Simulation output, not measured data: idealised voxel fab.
Title: Process Module voxel ribs on slabs
Square cells of 5 nm make up the cross-section cut, whose width is 190 nm.
Cross-section layout: square cells on a grid; listed as bands, top to bottom; a band spans one or more cell rows. First you get the band's top height and its bottom height, in nm, and then the materials it's made of, left to right, with each width in nm. If you see a single material with "throughout", that one covers the band edge to edge. "blank" is empty space. Heads up on the height convention: 0 is the point under which the incoming wafer is all one material, and the lowest band has no bottom, it just keeps going down, like "0 and below". A width given as "30 to 40" starts at the first number in the band's top row and ends at the second number in its bottom row, shifting by an equal amount at every step from row to row. "identical to before" means the step left every cell of the cross-section as it was. "Entrapped void list" - sealed voids, min. 8 cells, no opening to top; format: width x height at distance (distance from left edge; nm throughout). The remark found on a step's line after its settings is issued by the simulator itself and pertains to that step. When a step includes a mask, the "overlay nm" setting on its line states how far to the right of its planned place that mask lay, and negative values state how far to the left.

SET OUT BELOW ARE THE PLANNED STEPS OF THE PROCESS
1) RECEIVE, material Si
2) DIRECTIONAL_DEP, material SiO2, thk nm 25
3) DIRECTIONAL_DEP, material polySi, thk nm 25
4) DIRECTIONAL_DEP, material aC, thk nm 15
5) PATTERN, tone cover, mask id RIB, material resist, width nm 30, thk nm 35, overlay nm 0
6) DIRECTIONAL_ETCH, etch materials aC, depth nm 15
7) STRIP, etch materials resist
8) DIRECTIONAL_ETCH, etch materials polySi, depth nm 10
9) STRIP, etch materials aC
10) MASKED_ETCH, tone cover, mask id SLAB, width nm 90, etch materials polySi, depth nm 15, overlay nm 0
11) FILL_DEP, material SiO2, thk nm 20
12) CMP, height nm 65
13) DIRECTIONAL_DEP, material W, thk nm 5
14) PATTERN, tone cover, mask id HEATER, material resist, width nm 40, thk nm 15, overlay nm 0
15) DIRECTIONAL_ETCH, etch materials W, depth nm 5
16) STRIP, etch materials resist
17) CONFORMAL_DEP, material SiO2, thk nm 5

CROSS-SECTION, INCOMING MATERIAL, AFTER STEP 1
    0 and below = Si throughout
    Entrapped void list: none

THE MODULE WAS RUN FROM THE START SHOWN ABOVE USING THE PLAN SHOWN ABOVE, BUT ONE MISTAKE WAS MADE DOING IT; THE RESULTING WAFER CROSS-SECTION IS BELOW
    75 down to 70 = blank (70) / SiO2 (50) / blank (70)
    70 down to 65 = SiO2 (75) / W (40) / SiO2 (75)
    65 down to 50 = SiO2 throughout
    50 down to 40 = SiO2 (80) / polySi (30) / SiO2 (80)
    40 down to 25 = SiO2 (45) / polySi (100) / SiO2 (45)
    25 down to 0 = SiO2 throughout
    0 and below = Si throughout
    Entrapped void list: none
Plan not followed: so step 10 ended up running with a different setting than we planned, it ran as MASKED_ETCH, tone cover, mask id SLAB, width nm 100, etch materials polySi, depth nm 15, overlay nm 0
